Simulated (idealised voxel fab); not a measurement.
Process module name: voxel gate over fins
The cross-section on display is named cut; it measures 240 nm wide, and its cells are 5 nm squares.
A cross-section is a grid of square cells, given in bands from the top down. A band is one or more rows of cells.
It is stipulated that each band's entry specify, in nanometres, the height of the top of the band and then that of its bottom, followed by the materials of the band in left-to-right sequence, each together with its width in nanometres. A single material marked by the word "throughout" is understood to fill the band from edge to edge; the word "empty" is understood to denote empty space.
For the purposes of this specification, 0 denotes the height below which the wafer in its as-received condition is composed wholly of one material, and the lowermost band, lacking a lower limit, extends downward without end, as expressed in "0 -> down".
Width "30->40": first value at the band's top row of cells, second value at its bottom row, equal change from row to row.
"remained unchanged" after a step means that no cell of the cross-section changed.
In the "Enclosed cavities" entry, you get each enclosed empty space of 8 cells or more, one with no open way to the top, written width x height at distance, distance from the left edge, in nm.
If you see something after the settings on a step's line, that's the simulator's own remark about that step.
overlay nm, on a step with a mask: how far to the right of its planned place the mask lay; to the left if negative
If you're wondering how to read the rest of this, here's the deal. It's pairs of cross-sections: one from before a process step, one from after it. The after one is only drawn as far down as the lowest band that changed. Right under each pair you'll see which step sits between them and what its settings were. Don't read the pairs as one continuous story, though. They can come from different runs of this module on the same starting wafer, and a pair only carries on from the one above it where its entry headed "Incoming profile" says so.

INCOMING PROFILE
> 10 -> 5 | 90 of empty / 25 of TiN / 25 of empty / 25 of TiN / 75 of empty
> 5 -> 0 | 90 of empty / 5 of TiN / 15 of HfO2 / 5 of TiN / 25 of empty / 5 of TiN / 15 of HfO2 / 5 of TiN / 75 of empty
> 0 -> -5 | 95 of TiN / 5 of HfO2 / 5 of Si / 5 of HfO2 / 35 of TiN / 5 of HfO2 / 5 of Si / 5 of HfO2 / 80 of TiN
> -5 -> -10 | 100 of HfO2 / 5 of Si / 45 of HfO2 / 5 of Si / 85 of HfO2
> -10 -> -15 | 100 of SiO2 / 5 of Si / 45 of SiO2 / 5 of Si / 85 of SiO2
> -15 -> -20 | 100 of SiO2 / 5 of Si / 5 of SiO2 / 5 of TiN / 5 of W / 5 of TiN / 25 of SiO2 / 5 of Si / 85 of SiO2
> -20 -> -25 | 100 of SiO2 / 5 of Si / 5 of SiO2 / 15 of TiN / 25 of SiO2 / 5 of Si / 85 of SiO2
> -25 -> -35 | 100 of SiO2 / 5 of Si / 45 of SiO2 / 5 of Si / 85 of SiO2
> -35 -> down | Si throughout
> Enclosed cavities: none

RESULTING CROSS-SECTION
> 25 -> 10 | W throughout
> 10 -> 5 | 90 of W / 25 of TiN / 25 of W / 25 of TiN / 75 of W
> 5 -> 0 | 90 of W / 5 of TiN / 15 of HfO2 / 5 of TiN / 25 of W / 5 of TiN / 15 of HfO2 / 5 of TiN / 75 of W
> Beneath the level 0, the cross-section is identical to its previous state.
> Enclosed cavities: none
The process step separating the two cross-sections depicted above is as follows: FILL_DEP: material W, thk nm 15

Incoming profile: we pick up right where the pair above leaves off, with its after cross-section.

RESULTING CROSS-SECTION
> 20 -> 10 | W throughout
> Beneath the level 10, the cross-section is identical to its previous state.
> Enclosed cavities: none
The process step separating the two cross-sections depicted above is as follows: CMP: height nm 20

Incoming profile: we pick up right where the pair above leaves off, with its after cross-section.

RESULTING CROSS-SECTION
> 25 -> 20 | SiN throughout
> Beneath the level 20, the cross-section is identical to its previous state.
> Enclosed cavities: none
The process step separating the two cross-sections depicted above is as follows: CONFORMAL_DEP: material SiN, thk nm 5

INCOMING PROFILE
> 0 -> -10 | 90 of empty / 5 of Si / 45 of empty / 5 of Si / 95 of empty
> -10 -> -15 | 90 of SiO2 / 5 of Si / 45 of SiO2 / 5 of Si / 95 of SiO2
> -15 -> -20 | 90 of SiO2 / 5 of Si / 15 of SiO2 / 5 of TiN / 5 of W / 5 of TiN / 15 of SiO2 / 5 of Si / 95 of SiO2
> -20 -> -25 | 90 of SiO2 / 5 of Si / 15 of SiO2 / 15 of TiN / 15 of SiO2 / 5 of Si / 95 of SiO2
> -25 -> -35 | 90 of SiO2 / 5 of Si / 45 of SiO2 / 5 of Si / 95 of SiO2
> -35 -> down | Si throughout
> Enclosed cavities: none

RESULTING CROSS-SECTION
> 5 -> 0 | 85 of empty / 15 of SiN / 35 of empty / 15 of SiN / 90 of empty
> 0 -> -5 | 85 of empty / 5 of SiN / 5 of Si / 5 of SiN / 35 of empty / 5 of SiN / 5 of Si / 5 of SiN / 90 of empty
> -5 -> -10 | 90 of SiN / 5 of Si / 45 of SiN / 5 of Si / 95 of SiN
> Beneath the level -10, the cross-section is identical to its previous state.
> Enclosed cavities: none
The process step separating the two cross-sections depicted above is as follows: CONFORMAL_DEP: material SiN, thk nm 5

Incoming profile: we pick up right where the pair above leaves off, with its after cross-section.

RESULTING CROSS-SECTION
> 10 -> 5 | 80 of empty / 25 of TiN / 25 of empty / 25 of TiN / 85 of empty
> 5 -> 0 | 80 of empty / 5 of TiN / 15 of SiN / 5 of TiN / 25 of empty / 5 of TiN / 15 of SiN / 5 of TiN / 85 of empty
> 0 -> -5 | 85 of TiN / 5 of SiN / 5 of Si / 5 of SiN / 35 of TiN / 5 of SiN / 5 of Si / 5 of SiN / 90 of TiN
> Beneath the level -5, the cross-section is identical to its previous state.
> Enclosed cavities: none
The process step separating the two cross-sections depicted above is as follows: CONFORMAL_DEP: material TiN, thk nm 5

Incoming profile: we pick up right where the pair above leaves off, with its after cross-section.

RESULTING CROSS-SECTION
> 25 -> 10 | W throughout
> 10 -> 5 | 80 of W / 25 of TiN / 25 of W / 25 of TiN / 85 of W
> 5 -> 0 | 80 of W / 5 of TiN / 15 of SiN / 5 of TiN / 25 of W / 5 of TiN / 15 of SiN / 5 of TiN / 85 of W
> Beneath the level 0, the cross-section is identical to its previous state.
> Enclosed cavities: none
The process step separating the two cross-sections depicted above is as follows: FILL_DEP: material W, thk nm 15

Incoming profile: we pick up right where the pair above leaves off, with its after cross-section.

RESULTING CROSS-SECTION
> 20 -> 10 | W throughout
> Beneath the level 10, the cross-section is identical to its previous state.
> Enclosed cavities: none
The process step separating the two cross-sections depicted above is as follows: CMP: height nm 20

Incoming profile: we pick up right where the pair above leaves off, with its after cross-section.

RESULTING CROSS-SECTION
> 25 -> 20 | SiN throughout
> Beneath the level 20, the cross-section is identical to its previous state.
> Enclosed cavities: none
The process step separating the two cross-sections depicted above is as follows: CONFORMAL_DEP: material SiN, thk nm 5

INCOMING PROFILE
> 5 -> 0 | 85 of SiO2 / 15 of SiN / 35 of SiO2 / 15 of SiN / 90 of SiO2
> 0 -> -35 | 90 of SiO2 / 5 of Si / 45 of SiO2 / 5 of Si / 95 of SiO2
> -35 -> down | Si throughout
> Enclosed cavities: none

RESULTING CROSS-SECTION
> 5 -> 0 | 85 of empty / 15 of SiN / 10 of empty / 15 of SiO2 / 10 of empty / 15 of SiN / 90 of empty
> 0 -> -25 | 85 of empty / 5 of SiO2 / 5 of Si / 5 of SiO2 / 10 of empty / 15 of SiO2 / 10 of empty / 5 of SiO2 / 5 of Si / 5 of SiO2 / 90 of empty
> Beneath the level -25, the cross-section is identical to its previous state.
> Enclosed cavities: none
The process step separating the two cross-sections depicted above is as follows: MASKED_ETCH: tone cover, mask id RAIL, width nm 15, etch materials SiO2, depth nm 30, overlay nm 0

Incoming profile: we pick up right where the pair above leaves off, with its after cross-section.

RESULTING CROSS-SECTION
> 10 -> 5 | 80 of empty / 75 of TiN / 85 of empty
> 5 -> 0 | 80 of empty / 5 of TiN / 15 of SiN / 10 of TiN / 15 of SiO2 / 10 of TiN / 15 of SiN / 5 of TiN / 85 of empty
> 0 -> -20 | 80 of empty / 5 of TiN / 5 of SiO2 / 5 of Si / 5 of SiO2 / 10 of TiN / 15 of SiO2 / 10 of TiN / 5 of SiO2 / 5 of Si / 5 of SiO2 / 5 of TiN / 85 of empty
> -20 -> -25 | 85 of TiN / 5 of SiO2 / 5 of Si / 5 of SiO2 / 10 of TiN / 15 of SiO2 / 10 of TiN / 5 of SiO2 / 5 of Si / 5 of SiO2 / 90 of TiN
> Beneath the level -25, the cross-section is identical to its previous state.
> Enclosed cavities: none
The process step separating the two cross-sections depicted above is as follows: CONFORMAL_DEP: material TiN, thk nm 5

Incoming profile: we pick up right where the pair above leaves off, with its after cross-section.

RESULTING CROSS-SECTION
> 20 -> 10 | W throughout
> 10 -> 5 | 80 of W / 75 of TiN / 85 of W
> 5 -> 0 | 80 of W / 5 of TiN / 15 of SiN / 10 of TiN / 15 of SiO2 / 10 of TiN / 15 of SiN / 5 of TiN / 85 of W
> 0 -> -20 | 80 of W / 5 of TiN / 5 of SiO2 / 5 of Si / 5 of SiO2 / 10 of TiN / 15 of SiO2 / 10 of TiN / 5 of SiO2 / 5 of Si / 5 of SiO2 / 5 of TiN / 85 of W
> Beneath the level -20, the cross-section is identical to its previous state.
> Enclosed cavities: none
The process step separating the two cross-sections depicted above is as follows: FILL_DEP: material W, thk nm 10

Incoming profile: we pick up right where the pair above leaves off, with its after cross-section.

RESULTING CROSS-SECTION
> 5 -> 0 | 80 of W / 5 of TiN / 15 of SiN / 10 of TiN / 15 of SiO2 / 10 of TiN / 15 of SiN / 5 of TiN / 85 of W
> Beneath the level 0, the cross-section is identical to its previous state.
> Enclosed cavities: none
The process step separating the two cross-sections depicted above is as follows: CMP: height nm 5

Incoming profile: we pick up right where the pair above leaves off, with its after cross-section.

RESULTING CROSS-SECTION
> 5 -> 0 | 85 of empty / 15 of SiN / 10 of empty / 15 of SiO2 / 10 of empty / 15 of SiN / 90 of empty
> 0 -> -15 | 85 of empty / 5 of SiO2 / 5 of Si / 5 of SiO2 / 10 of empty / 15 of SiO2 / 10 of empty / 5 of SiO2 / 5 of Si / 5 of SiO2 / 90 of empty
> Beneath the level -15, the cross-section is identical to its previous state.
> Enclosed cavities: none
The process step separating the two cross-sections depicted above is as follows: SELECTIVE_ETCH: etch materials W Ru TiN, depth nm 20

Incoming profile: we pick up right where the pair above leaves off, with its after cross-section.

RESULTING CROSS-SECTION
> 10 -> 5 | SiO2 throughout
> 5 -> 0 | 85 of SiO2 / 15 of SiN / 35 of SiO2 / 15 of SiN / 90 of SiO2
> 0 -> -15 | 90 of SiO2 / 5 of Si / 45 of SiO2 / 5 of Si / 95 of SiO2
> Beneath the level -15, the cross-section is identical to its previous state.
> Enclosed cavities: none
The process step separating the two cross-sections depicted above is as follows: FILL_DEP: material SiO2, thk nm 5

Incoming profile: we pick up right where the pair above leaves off, with its after cross-section.

RESULTING CROSS-SECTION
> 5 -> 0 | 85 of SiO2 / 15 of SiN / 35 of SiO2 / 15 of SiN / 90 of SiO2
> Beneath the level 0, the cross-section is identical to its previous state.
> Enclosed cavities: none
The process step separating the two cross-sections depicted above is as follows: CMP: height nm 5

Incoming profile: we pick up right where the pair above leaves off, with its after cross-section.

RESULTING CROSS-SECTION
> 5 -> 0 | 85 of empty / 15 of SiN / 35 of empty / 15 of SiN / 90 of empty
> 0 -> -10 | 90 of empty / 5 of Si / 45 of empty / 5 of Si / 95 of empty
> Beneath the level -10, the cross-section is identical to its previous state.
> Enclosed cavities: none
The process step separating the two cross-sections depicted above is as follows: SELECTIVE_ETCH: etch materials SiO2, depth nm 15

Incoming profile: we pick up right where the pair above leaves off, with its after cross-section.

RESULTING CROSS-SECTION
> 0 -> -10 | 90 of empty / 5 of Si / 45 of empty / 5 of Si / 95 of empty
> Beneath the level -10, the cross-section is identical to its previous state.
> Enclosed cavities: none
The process step separating the two cross-sections depicted above is as follows: STRIP: etch materials SiN

Incoming profile: we pick up right where the pair above leaves off, with its after cross-section.

RESULTING CROSS-SECTION
> 5 -> 0 | 85 of empty / 15 of HfO2 / 35 of empty / 15 of HfO2 / 90 of empty
> 0 -> -5 | 85 of empty / 5 of HfO2 / 5 of Si / 5 of HfO2 / 35 of empty / 5 of HfO2 / 5 of Si / 5 of HfO2 / 90 of empty
> -5 -> -10 | 90 of HfO2 / 5 of Si / 45 of HfO2 / 5 of Si / 95 of HfO2
> Beneath the level -10, the cross-section is identical to its previous state.
> Enclosed cavities: none
The process step separating the two cross-sections depicted above is as follows: CONFORMAL_DEP: material HfO2, thk nm 5

Incoming profile: we pick up right where the pair above leaves off, with its after cross-section.

RESULTING CROSS-SECTION
> 10 -> 5 | 80 of empty / 25 of TiN / 25 of empty / 25 of TiN / 85 of empty
> 5 -> 0 | 80 of empty / 5 of TiN / 15 of HfO2 / 5 of TiN / 25 of empty / 5 of TiN / 15 of HfO2 / 5 of TiN / 85 of empty
> 0 -> -5 | 85 of TiN / 5 of HfO2 / 5 of Si / 5 of HfO2 / 35 of TiN / 5 of HfO2 / 5 of Si / 5 of HfO2 / 90 of TiN
> Beneath the level -5, the cross-section is identical to its previous state.
> Enclosed cavities: none
The process step separating the two cross-sections depicted above is as follows: CONFORMAL_DEP: material TiN, thk nm 5

Incoming profile: we pick up right where the pair above leaves off, with its after cross-section.

RESULTING CROSS-SECTION
> 25 -> 10 | W throughout
> 10 -> 5 | 80 of W / 25 of TiN / 25 of W / 25 of TiN / 85 of W
> 5 -> 0 | 80 of W / 5 of TiN / 15 of HfO2 / 5 of TiN / 25 of W / 5 of TiN / 15 of HfO2 / 5 of TiN / 85 of W
> Beneath the level 0, the cross-section is identical to its previous state.
> Enclosed cavities: none
The process step separating the two cross-sections depicted above is as follows: FILL_DEP: material W, thk nm 15

Incoming profile: we pick up right where the pair above leaves off, with its after cross-section.

RESULTING CROSS-SECTION
> 20 -> 10 | W throughout
> Beneath the level 10, the cross-section is identical to its previous state.
> Enclosed cavities: none
The process step separating the two cross-sections depicted above is as follows: CMP: height nm 20

Incoming profile: we pick up right where the pair above leaves off, with its after cross-section.

RESULTING CROSS-SECTION
> 25 -> 20 | SiN throughout
> Beneath the level 20, the cross-section is identical to its previous state.
> Enclosed cavities: none
The process step separating the two cross-sections depicted above is as follows: CONFORMAL_DEP: material SiN, thk nm 5
